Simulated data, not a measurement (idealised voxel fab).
The following is a process module called voxel ribs on slabs.
Section cut is 180 nm wide and gridded with 5 nm square cells.
Cross-section spec: square-cell grid; bands listed top down; each band is one or more rows.
It is stipulated that each band's entry specify, in nanometres, the height of the top of the band and then that of its bottom, followed by the materials of the band in left-to-right sequence, each together with its width in nanometres. A single material marked by the word "all across" is understood to fill the band from edge to edge; the word "air" is understood to denote empty space.
Heights from 0 (as-received wafer is one material below). Bottom band endless downward, as "top 0, no bottom".
The two numbers in a width such as "30->40" mark its ends across the band: the first belongs to the top row of cells, the second to the bottom row, and from each row to the next the width moves by the same amount.
No cell of the cross-section changed in a step that is given as "nothing changed".
For the entry "Voids, enclosed", the listed items are empty spaces with no open way to the top whose size is 8 cells or more; each item follows the pattern width x height at distance, where distance is from the left edge and all three are in nm.
Formally, on a step line, whatever follows the settings is a remark that the simulator itself makes on the step.
overlay nm: for a step with a mask, the amount by which the mask lay right of where it was planned; a negative amount means left of it.

These are the steps we planned for the process
step 1: RECEIVE, material Si
step 2: DIRECTIONAL_DEP, material SiO2, thk nm 25
step 3: DIRECTIONAL_DEP, material polySi, thk nm 15
step 4: MASKED_ETCH, tone cover, mask id RIB, width nm 20, etch materials polySi, depth nm 10, overlay nm 0
step 5: PATTERN, tone cover, mask id SLAB, material resist, width nm 80, thk nm 15, overlay nm 0
step 6: DIRECTIONAL_ETCH, etch materials polySi, depth nm 5
step 7: STRIP, etch materials resist
step 8: FILL_DEP, material SiO2, thk nm 20
step 9: CMP, height nm 50
step 10: DIRECTIONAL_DEP, material W, thk nm 5
step 11: PATTERN, tone cover, mask id HEATER, material resist, width nm 30, thk nm 20, overlay nm 0
step 12: DIRECTIONAL_ETCH, etch materials W, depth nm 5
step 13: STRIP, etch materials resist
step 14: CONFORMAL_DEP, material SiN, thk nm 10

This is the cross-section of the wafer as we received it, i.e. after step 1
> top 0, no bottom | Si all across
> Voids, enclosed: none

Here's the wafer cut in cross-section after the module, started and planned just like above, except one thing was done wrong in the run
> top 55, bottom 50 | 75 of air, 30 of W, 75 of air
> top 50, bottom 40 | SiO2 all across
> top 40, bottom 30 | 80 of SiO2, 20 of polySi, 80 of SiO2
> top 30, bottom 25 | 50 of SiO2, 80 of polySi, 50 of SiO2
> top 25, bottom 0 | SiO2 all across
> top 0, no bottom | Si all across
> Voids, enclosed: none
What broke from the plan during processing? execution of step 14 of the plan did not take place, the step having been omitted
